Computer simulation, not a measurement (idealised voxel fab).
process module | voxel lift off
Section cut is 180 nm wide and gridded with 5 nm square cells.
Throughout this document, each cross-section is represented as a grid of square cells and is presented as a sequence of bands enumerated from the top downward, where a band comprises one or more rows of cells. The entry gives the band's vertical extent as a top height and a bottom height in nm, then its horizontal make-up as materials from left to right, each with a width in nm. "empty" stands for empty space; a single material marked "everywhere" fills the band edge to edge. Heights from 0 (as-received wafer is one material below). Bottom band endless downward, as "0 -> down". Width: "30->40" (first number = top row, second number = bottom row, same change from row to row of cells). Any step labelled "everything unchanged" changed none of the cells in the cross-section. "Trapped void list" enumerates empty spaces isolated from the top, with no open way to it, that contain at least 8 cells, giving each as width x height at distance from the left edge, all three in nm. Past the settings on a step's line: simulator remark, on that step. "overlay nm" on a masked step: distance the mask lay right of its planned place, negative for left.

The steps planned for the process are as follows:
- 1: RECEIVE: material Si
- 2: CONFORMAL_DEP: material Al2O3, thk nm 15
- 3: PATTERN: tone open, mask id LINES, material resist, width nm 25, pitch nm 50, thk nm 25, overlay nm -15
- 4: DIRECTIONAL_DEP: material Ru, thk nm 10
- 5: STRIP: etch materials resist
- 6: CONFORMAL_DEP: material SiN, thk nm 5
Across this set of wafers, the varied parameter is the overlay nm of step 3. Starting conditions are identical for every wafer, and the plan reports the value assigned to the first wafer.

So this is the first of several wafers, cross-sectioned as it came to us, meaning it's at the end of step 1:
- 0 -> down  Si everywhere
- Trapped void list: none

End of the module, past its last step, step 6: how the first of several wafers looks in cross-section:
- 30 -> 25  30 empty; 35 SiN; 15 empty; 35 SiN; 65 empty
- 25 -> 20  30 empty; 5 SiN; 25 Ru; 5 SiN; 15 empty; 5 SiN; 25 Ru; 5 SiN; 65 empty
- 20 -> 15  35 SiN; 25 Ru; 25 SiN; 25 Ru; 70 SiN
- 15 -> 0  Al2O3 everywhere
- 0 -> down  Si everywhere
- Trapped void list: none

The module's end: a cross-section of the last wafer:
- 30 -> 25  60 empty; 35 SiN; 15 empty; 35 SiN; 35 empty
- 25 -> 20  60 empty; 5 SiN; 25 Ru; 5 SiN; 15 empty; 5 SiN; 25 Ru; 5 SiN; 35 empty
- 20 -> 15  65 SiN; 25 Ru; 25 SiN; 25 Ru; 40 SiN
- 15 -> 0  Al2O3 everywhere
- 0 -> down  Si everywhere
- Trapped void list: none

The following table contains a row per wafer, in which are reported, at the conclusion of the module, the cells of each material gained (+) or lost (-) since the wafer's receipt, with its closed voids given thereafter:
overlay nm -15 | +108 Al2O3 | +20 Ru | +44 SiN | Trapped void list: none
overlay nm -10 | +108 Al2O3 | +20 Ru | +44 SiN | Trapped void list: none
overlay nm -5 | +108 Al2O3 | +20 Ru | +44 SiN | Trapped void list: none
overlay nm 0 | +108 Al2O3 | +20 Ru | +44 SiN | Trapped void list: none
overlay nm 5 | +108 Al2O3 | +20 Ru | +44 SiN | Trapped void list: none
overlay nm 10 | +108 Al2O3 | +20 Ru | +44 SiN | Trapped void list: none
overlay nm 15 | +108 Al2O3 | +20 Ru | +44 SiN | Trapped void list: none
